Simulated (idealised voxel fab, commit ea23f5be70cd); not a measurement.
Presented below is a process module, voxel tone inversion.
cross-section cut | 285 nm wide | cells 5 nm
How to read a cross-section here: the picture is a grid of square cells, written as bands going from the top down, and any band can span one or more rows of cells. In this notation a band is specified by the heights of its top and bottom, in that order and in nm, after which its materials appear from left to right, each paired with its width in nm. The word "all across" attached to a single material means that material fills the band from edge to edge; the word "empty" stands for empty space. Convention: height 0 is the level below which the wafer, as received, is all one material. The lowest band does not terminate at the bottom but continues downward, represented as "0 -> down". Top row gets the first number, bottom row gets the second, and each row in between changes by the same step: that is how a band width like "30 to 40" works. A step reported as "changes: none" is a step in which no cell of the cross-section changed. Under "Trapped cavities" you'll find the enclosed gaps, the ones with no way out to the top, that are 8 cells or bigger; each reads width x height at distance, with distance counted from the left edge, everything in nm. It should be noted that, on the line of a given step, the content following the step's settings is a remark produced by the simulator itself with respect to that step. For masked steps, "overlay nm" on the step line gives how far right of plan the mask actually lay; a minus sign means it lay to the left.

The process steps that were planned are listed below
1) RECEIVE | material Si
2) CONFORMAL_DEP | material SiN | thk nm 5
3) DIRECTIONAL_DEP | material aC | thk nm 20
4) PATTERN | tone cover | mask id POSTS | material resist | width nm 15 | pitch nm 45 | thk nm 25 | overlay nm 0
5) DIRECTIONAL_ETCH | etch materials aC | depth nm 20
6) STRIP | etch materials resist
7) FILL_DEP | material SiO2 | thk nm 10
8) CMP | height nm 25
9) STRIP | etch materials aC
10) CONFORMAL_DEP | material TiN | thk nm 5
11) FILL_DEP | material Ru | thk nm 5
12) CMP | height nm 25
13) CONFORMAL_DEP | material SiCN | thk nm 5

Cross-section of the wafer as it came to us, i.e., already through step 1
* 0 -> down | Si all across
* Trapped cavities: none

Final wafer profile in cross-section after the module, from the same start and plan as above, with one mistake made during processing
* 30 -> 25 | SiCN all across
* 25 -> 20 | SiN all across
* 20 -> 0 | aC all across
* 0 -> down | Si all across
* Trapped cavities: none
It is concluded that the wafer was processed incorrectly with respect to the plan, in that plan steps 2 and 3 run swapped
